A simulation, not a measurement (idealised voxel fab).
The name of this process module is voxel capacitor over wiring.
Displayed cross-section: cut, width of 225 nm, square cells sized 5 nm.
Each cross-section below is a grid of square cells, stated as bands in top-down order, with one or more rows of cells making up each band.
This entry defines a band. It first specifies the height of the band's top and the height of its bottom in nm, and then specifies the band's materials from left to right, stating each material with its width in nm. The word "full width" identifies a single material that fills the band from edge to edge, while the word "empty" identifies empty space.
Height datum 0, below which the as-received substrate wafer is one material. Lowest band open at the bottom, running downward: "z 0 and below".
Think of "30..40" as a width that walks from the first number to the second as you go down the band, top row to bottom row, taking equal-sized steps from row to row.
You'll sometimes find "no alterations made" written for a step, and that's the way of saying that nowhere in the cross-section did a cell change during that step.
Entry "Completely sealed voids". Content: empty spaces with no open connection to the top, size 8 cells or greater. Each: width x height at distance. Distance: from left edge. Unit: nm.
The remark found on a step's line after its settings is issued by the simulator itself and pertains to that step.
Regarding "overlay nm": on a step with a mask, it is the distance the mask lay to the right of its planned place; a negative value places it to the left.
Listed below are the process steps as planned
1. RECEIVE [material Si]
2. CONFORMAL_DEP [material SiO2] [thk nm 10]
3. DIRECTIONAL_DEP [material TiN] [thk nm 5]
4. DIRECTIONAL_DEP [material W] [thk nm 25]
5. DIRECTIONAL_DEP [material aC] [thk nm 15]
6. PATTERN [tone cover] [mask id METAL_1] [material resist] [width nm 20] [pitch nm 90] [thk nm 30] [overlay nm 0]
7. DIRECTIONAL_ETCH [etch materials aC] [depth nm 15]
8. STRIP [etch materials resist]
9. DIRECTIONAL_ETCH [etch materials W] [depth nm 25]
10. DIRECTIONAL_ETCH [etch materials TiN] [depth nm 5]
11. STRIP [etch materials aC]
12. FILL_DEP [material lowk] [thk nm 5]
13. CMP [height nm 40]
14. CONFORMAL_DEP [material SiCN] [thk nm 5]
15. DIRECTIONAL_DEP [material SiO2] [thk nm 15]
16. DIRECTIONAL_DEP [material aC] [thk nm 15]
17. PATTERN [tone open] [mask id PLUG_1] [material resist] [width nm 15] [thk nm 35] [overlay nm 0]
18. DIRECTIONAL_ETCH [etch materials aC] [depth nm 15]
19. STRIP [etch materials resist]
20. DIRECTIONAL_ETCH [etch materials SiO2] [depth nm 15]
21. DIRECTIONAL_ETCH [etch materials SiCN] [depth nm 5]
22. STRIP [etch materials aC]
23. EPI [material Ru] [thk nm 10]
24. EPI [material Ru] [thk nm 10]
25. DIRECTIONAL_DEP [material TiN] [thk nm 10]
26. DIRECTIONAL_DEP [material Al2O3] [thk nm 5]
27. DIRECTIONAL_DEP [material TiN] [thk nm 5]
28. DIRECTIONAL_DEP [material aC] [thk nm 15]
29. PATTERN [tone cover] [mask id UPPER_PLATE] [material resist] [width nm 75] [thk nm 35] [overlay nm 0]
30. DIRECTIONAL_ETCH [etch materials aC] [depth nm 15]
31. STRIP [etch materials resist]
32. DIRECTIONAL_ETCH [etch materials TiN] [depth nm 5]
33. DIRECTIONAL_ETCH [etch materials Al2O3] [depth nm 5]
34. STRIP [etch materials aC]
35. PATTERN [tone cover] [mask id LOWER_PLATE] [material resist] [width nm 85] [thk nm 15] [overlay nm 0]
36. DIRECTIONAL_ETCH [etch materials TiN] [depth nm 10]
37. STRIP [etch materials resist]
38. FILL_DEP [material SiO2] [thk nm 15]
39. CMP [height nm 90]
40. MASKED_ETCH [tone open] [mask id PLUG_2] [width nm 15] [etch materials SiO2] [depth nm 10] [overlay nm 0]
41. CONFORMAL_DEP [material TiN] [thk nm 5]
42. FILL_DEP [material Ru] [thk nm 5]
43. CMP [height nm 90]
44. CONFORMAL_DEP [material SiCN] [thk nm 5]
So this is the incoming wafer in cross-section - it's already been through step 1
    z 0 and below | Si full width
    Completely sealed voids: none
Run as planned - first of the two wafers cross-sectioned at the end of the module
    z 95 to 90 | SiCN full width
    z 90 to 85 | SiO2 70 nm, then TiN 5 nm, then Ru 5 nm, then TiN 5 nm, then SiO2 140 nm
    z 85 to 75 | SiO2 70..60 nm, then TiN 15..75 nm, then SiO2 140..90 nm
    z 75 to 70 | SiO2 60 nm, then Al2O3 75 nm, then SiO2 90 nm
    z 70 to 60 | SiO2 55 nm, then TiN 85 nm, then SiO2 85 nm
    z 60 to 45 | SiO2 60 nm, then Ru 15 nm, then SiO2 150 nm
    z 45 to 40 | SiCN 60 nm, then Ru 15 nm, then SiCN 150 nm
    z 40 to 15 | lowk 55 nm, then W 20 nm, then lowk 70 nm, then W 20 nm, then lowk 60 nm
    z 15 to 10 | lowk 55 nm, then TiN 20 nm, then lowk 70 nm, then TiN 20 nm, then lowk 60 nm
    z 10 to 0 | SiO2 full width
    z 0 and below | Si full width
    Completely sealed voids: none
second wafer at the end: like start, like plan, one mistake
    z 95 to 90 | SiCN full width
    z 90 to 85 | SiO2 70 nm, then TiN 5 nm, then Ru 5 nm, then TiN 5 nm, then SiO2 140 nm
    z 85 to 75 | SiO2 70..60 nm, then TiN 15..75 nm, then SiO2 140..90 nm
    z 75 to 70 | SiO2 60 nm, then Al2O3 75 nm, then SiO2 90 nm
    z 70 to 60 | SiO2 55 nm, then TiN 85 nm, then SiO2 85 nm
    z 60 to 45 | SiO2 60 nm, then Ru 15 nm, then SiO2 150 nm
    z 45 to 40 | SiCN 60 nm, then Ru 15 nm, then SiCN 150 nm
    z 40 to 15 | lowk 55 nm, then W 25 nm, then lowk 65 nm, then W 25 nm, then lowk 55 nm
    z 15 to 10 | lowk 55 nm, then TiN 25 nm, then lowk 65 nm, then TiN 25 nm, then lowk 55 nm
    z 10 to 0 | SiO2 full width
    z 0 and below | Si full width
    Completely sealed voids: none
In executing the process, a mistake was made relative to the plan: step 6 was run on a setting that differed from the plan, and what really ran there is PATTERN [tone cover] [mask id METAL_1] [material resist] [width nm 25] [pitch nm 90] [thk nm 30] [overlay nm 0]
at the end the second wafer has, in cells: 2 more of TiN | 10 more of W | 12 fewer of lowk
